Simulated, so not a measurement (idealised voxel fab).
Documented hereafter: the process module known as voxel transistor to metal.
FYI the section here is cut, 140 nm wide, cells are 5 nm squares.
Just so we're on the same page, the cross-sections are grids of square cells, and they're listed out in bands top to bottom, each band one or more rows deep. The entry gives the band's vertical extent as a top height and a bottom height in nm, then its horizontal make-up as materials from left to right, each with a width in nm. "empty" stands for empty space; a single material marked "edge to edge" fills the band edge to edge. Heights are measured from 0, the level below which the as-received wafer is all one material; the lowest band has no bottom and continues downward, written as in "0 nm and below". A width given as "30..40" starts at the first number in the band's top row and ends at the second number in its bottom row, shifting by an equal amount at every step from row to row. Key: "no alteration" - step with no changed cell in the cross-section. In "Closed-off voids" the enclosed voids are listed, meaning empty spaces of 8 cells or larger without any opening to the top. The form is width x height at distance, distance from the left edge, units nm. Post-settings text on a step line: simulator's own remark regarding the step. overlay nm, on a step with a mask: how far to the right of its planned place the mask lay; to the left if negative.
Process steps foreseen in the plan
1) RECEIVE: material Si
2) OXIDIZE: depth nm 5
3) CONFORMAL_DEP: material SiN, thk nm 15
4) MASKED_ETCH: tone cover, mask id ACTIVE, width nm 110, etch materials SiN, depth nm 15, overlay nm 0
5) MASKED_ETCH: tone cover, mask id ACTIVE, width nm 110, etch materials SiO2, depth nm 5, overlay nm 0
6) MASKED_ETCH: tone cover, mask id ACTIVE, width nm 110, etch materials Si, depth nm 35, overlay nm 0
7) FILL_DEP: material SiO2, thk nm 5
8) CMP: height nm 15
9) SELECTIVE_ETCH: etch materials SiO2, depth nm 10
10) STRIP: etch materials SiN
11) SELECTIVE_ETCH: etch materials SiO2, depth nm 5
12) OXIDIZE: depth nm 5
13) DIRECTIONAL_DEP: material polySi, thk nm 30
14) DIRECTIONAL_DEP: material SiCN, thk nm 15
15) DIRECTIONAL_DEP: material aC, thk nm 10
16) PATTERN: tone cover, mask id GATE, material resist, width nm 20, thk nm 25, overlay nm 0
17) DIRECTIONAL_ETCH: etch materials aC, depth nm 10
18) STRIP: etch materials resist
19) DIRECTIONAL_ETCH: etch materials SiCN, depth nm 25
20) DIRECTIONAL_ETCH: etch materials polySi, depth nm 40
21) STRIP: etch materials aC
22) CONFORMAL_DEP: material SiO2, thk nm 5
23) DIRECTIONAL_ETCH: etch materials SiO2, depth nm 5
24) CONFORMAL_DEP: material SiN, thk nm 5
25) DIRECTIONAL_ETCH: etch materials SiN, depth nm 5
26) DIRECTIONAL_ETCH: etch materials SiO2, depth nm 5
27) DIRECTIONAL_ETCH: etch materials Si, depth nm 10
28) EPI: material SiGe, thk nm 15
29) FILL_DEP: material SiO2, thk nm 5
30) CMP: height nm 40
31) DIRECTIONAL_DEP: material SiO2, thk nm 15
32) DIRECTIONAL_DEP: material aC, thk nm 15
33) PATTERN: tone open, mask id CONTACT, material resist, width nm 20, pitch nm 80, thk nm 30, overlay nm 0
34) DIRECTIONAL_ETCH: etch materials aC, depth nm 15
35) STRIP: etch materials resist
36) DIRECTIONAL_ETCH: etch materials SiO2, depth nm 50
37) STRIP: etch materials aC
38) CONFORMAL_DEP: material TiN, thk nm 5
39) FILL_DEP: material Ru, thk nm 10
40) CMP: height nm 55
41) CONFORMAL_DEP: material SiCN, thk nm 5
42) DIRECTIONAL_DEP: material SiO2, thk nm 15
43) DIRECTIONAL_DEP: material aC, thk nm 15
44) PATTERN: tone open, mask id METAL_1, material resist, width nm 20, pitch nm 80, thk nm 35, overlay nm 0
45) DIRECTIONAL_ETCH: etch materials aC, depth nm 15
46) STRIP: etch materials resist
47) DIRECTIONAL_ETCH: etch materials SiO2, depth nm 15
48) DIRECTIONAL_ETCH: etch materials SiCN, depth nm 5
49) STRIP: etch materials aC
50) CONFORMAL_DEP: material TiN, thk nm 5
51) FILL_DEP: material W, thk nm 10
52) CMP: height nm 75
53) CONFORMAL_DEP: material SiCN, thk nm 5
Step 1 complete: cross-section of the wafer as received
* 0 nm and below | Si edge to edge
* Closed-off voids: none
The module was run from the start shown above using the plan shown above, but one mistake was made doing it; the resulting wafer cross-section is below
* 80 nm to 75 nm | SiCN edge to edge
* 75 nm to 60 nm | 20 nm SiO2 / 5 nm TiN / 10 nm W / 5 nm TiN / 60 nm SiO2 / 5 nm TiN / 10 nm W / 5 nm TiN / 20 nm SiO2
* 60 nm to 55 nm | 20 nm SiCN / 20 nm TiN / 60 nm SiCN / 20 nm TiN / 20 nm SiCN
* 55 nm to 40 nm | 20 nm SiO2 / 5 nm TiN / 10 nm Ru / 5 nm TiN / 60 nm SiO2 / 5 nm TiN / 10 nm Ru / 5 nm TiN / 20 nm SiO2
* 40 nm to 25 nm | 20 nm SiO2 / 5 nm TiN / 10 nm Ru / 5 nm TiN / 15 nm SiO2 / 5 nm SiN / 5 nm SiO2 / 20 nm SiCN / 5 nm SiO2 / 5 nm SiN / 5 nm SiO2 / 5 nm TiN / 10 nm Ru / 5 nm TiN / 20 nm SiO2
* 25 nm to 10 nm | 20 nm SiO2 / 5 nm TiN / 10 nm Ru / 5 nm TiN / 15 nm SiO2 / 5 nm SiN / 5 nm SiO2 / 20 nm polySi / 5 nm SiO2 / 5 nm SiN / 5 nm SiO2 / 5 nm TiN / 10 nm Ru / 5 nm TiN / 20 nm SiO2
* 10 nm to 5 nm | 20 nm SiO2 / 20 nm TiN / 15 nm SiO2 / 5 nm SiN / 5 nm SiO2 / 20 nm polySi / 5 nm SiO2 / 5 nm SiN / 5 nm SiO2 / 20 nm TiN / 20 nm SiO2
* 5 nm to 0 nm | 15 nm SiO2 / 20 nm SiGe / 5 nm SiO2 / 15 nm SiGe / 5 nm SiN / 5 nm SiO2 / 20 nm polySi / 5 nm SiO2 / 5 nm SiN / 30 nm SiGe / 15 nm SiO2
* 0 nm to -5 nm | 15 nm SiO2 / 5 nm SiN / 15 nm SiGe / 5 nm SiO2 / 15 nm SiGe / 5 nm SiN / 5 nm SiO2 / 20 nm polySi / 5 nm SiO2 / 5 nm SiN / 25 nm SiGe / 5 nm SiN / 15 nm SiO2
* -5 nm to -10 nm | 20 nm SiO2 / 35 nm SiGe / 40 nm SiO2 / 25 nm SiGe / 20 nm SiO2
* -10 nm to -20 nm | 15 nm SiO2 / 5 nm Si / 35 nm SiGe / 40 nm Si / 25 nm SiGe / 5 nm Si / 15 nm SiO2
* -20 nm to -40 nm | 15 nm SiO2 / 110 nm Si / 15 nm SiO2
* -40 nm and below | Si edge to edge
* Closed-off voids: none
What broke from the plan during processing? step 16 was not run as planned; what actually ran was PATTERN: tone cover, mask id GATE, material resist, width nm 20, thk nm 25, overlay nm 5
